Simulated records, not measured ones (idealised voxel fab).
Process module heading - voxel capacitor over wiring
FYI the section here is cut, 165 nm wide, cells are 5 nm squares.
Cross-section format: a grid of square cells, given as bands from top to bottom; each band is one or more rows of cells.
Band: top height; bottom height; in nm. Then, left to right: material with width in nm, for each material. "all across": a single material spanning edge to edge. "air": empty space.
The level at which height equals 0 is the one under which the wafer, as it arrives, is entirely one material. No lower edge exists for the bottom band, which continues downward and is notated as in "0 and below".
Graded width ("30..40"): value in top row of band = first number; value in bottom row = second number; row-to-row change constant.
You'll sometimes find "nothing changed" written for a step, and that's the way of saying that nowhere in the cross-section did a cell change during that step.
"Sealed internal cavities" means: voids of 8 cells or more that are shut off from the top with no open way through. Written width x height at distance, distance from the left edge, in nm.
Whatever follows a step's settings on its line is a remark the simulator itself makes about that step.
overlay nm: for a step with a mask, the amount by which the mask lay right of where it was planned; a negative amount means left of it.
**Here's what the planned process steps look like**
1) RECEIVE [material Si]
2) CONFORMAL_DEP [material SiO2] [thk nm 15]
3) CONFORMAL_DEP [material SiN] [thk nm 5]
4) DIRECTIONAL_DEP [material SiO2] [thk nm 25]
5) PATTERN [tone open] [mask id METAL_1] [material resist] [width nm 20] [pitch nm 75] [thk nm 20] [overlay nm 0]
6) DIRECTIONAL_ETCH [etch materials SiO2] [depth nm 25]
7) DIRECTIONAL_ETCH [etch materials SiN] [depth nm 5]
8) STRIP [etch materials resist]
9) CONFORMAL_DEP [material TiN] [thk nm 5]
10) FILL_DEP [material Ru] [thk nm 5]
11) CMP [height nm 45]
12) EPI [material Ru] [thk nm 5]
13) FILL_DEP [material SiCN] [thk nm 5]
14) DIRECTIONAL_DEP [material SiO2] [thk nm 20]
15) MASKED_ETCH [tone open] [mask id PLUG_1] [width nm 15] [etch materials SiO2] [depth nm 20] [overlay nm 0]
16) MASKED_ETCH [tone open] [mask id PLUG_1] [width nm 15] [etch materials SiCN] [depth nm 5] [overlay nm 0]
17) EPI [material Ru] [thk nm 10]
18) EPI [material Ru] [thk nm 10]
19) EPI [material Ru] [thk nm 5]
20) DIRECTIONAL_DEP [material TiN] [thk nm 5]
21) DIRECTIONAL_DEP [material SiN] [thk nm 5]
22) DIRECTIONAL_DEP [material TiN] [thk nm 5]
23) DIRECTIONAL_DEP [material aC] [thk nm 15]
24) PATTERN [tone cover] [mask id UPPER_PLATE] [material resist] [width nm 60] [thk nm 30] [overlay nm 0]
25) DIRECTIONAL_ETCH [etch materials aC] [depth nm 15]
26) STRIP [etch materials resist]
27) DIRECTIONAL_ETCH [etch materials TiN] [depth nm 5]
28) DIRECTIONAL_ETCH [etch materials SiN] [depth nm 5]
29) STRIP [etch materials aC]
30) MASKED_ETCH [tone cover] [mask id LOWER_PLATE] [width nm 70] [etch materials TiN] [depth nm 5] [overlay nm 0]
31) FILL_DEP [material SiO2] [thk nm 20]
32) CMP [height nm 105]
33) DIRECTIONAL_DEP [material aC] [thk nm 15]
34) PATTERN [tone open] [mask id PLUG_2] [material resist] [width nm 15] [thk nm 35] [overlay nm 0]
35) DIRECTIONAL_ETCH [etch materials aC] [depth nm 15]
36) STRIP [etch materials resist]
37) DIRECTIONAL_ETCH [etch materials SiO2] [depth nm 15]
38) STRIP [etch materials aC]
39) CONFORMAL_DEP [material TiN] [thk nm 5]
40) FILL_DEP [material Ru] [thk nm 5]
41) CMP [height nm 105]
42) CONFORMAL_DEP [material SiN] [thk nm 5]
**Incoming wafer, cross-sectional view, post step 1**
    0 and below = Si all across
    Sealed internal cavities: none
**Result of the module, cross-sectioned: start per above, plan per above, one error in how it was run**
    110 down to 105 = SiN all across
    105 down to 95 = SiO2=50 | TiN=5 | Ru=5 | TiN=5 | SiO2=100
    95 down to 90 = SiO2=50 | TiN=15 | SiO2=100
    90 down to 85 = SiO2=40 | SiN=60 | SiO2=65
    85 down to 80 = SiO2=35 | TiN=70 | SiO2=60
    80 down to 75 = TiN all across
    75 down to 55 = SiO2=40 | Ru=15 | SiO2=110
    55 down to 50 = SiCN=40 | Ru=15 | SiCN=110
    50 down to 45 = SiCN=30 | Ru=30 | SiCN=45 | Ru=30 | SiCN=30
    45 down to 20 = SiO2=35 | TiN=5 | Ru=10 | TiN=5 | SiO2=55 | TiN=5 | Ru=10 | TiN=5 | SiO2=35
    20 down to 15 = SiN=35 | TiN=20 | SiN=55 | TiN=20 | SiN=35
    15 down to 0 = SiO2 all across
    0 and below = Si all across
    Sealed internal cavities: none
So what did we get wrong on this run? note: step 21 <-> step 22, run order reversed vs plan
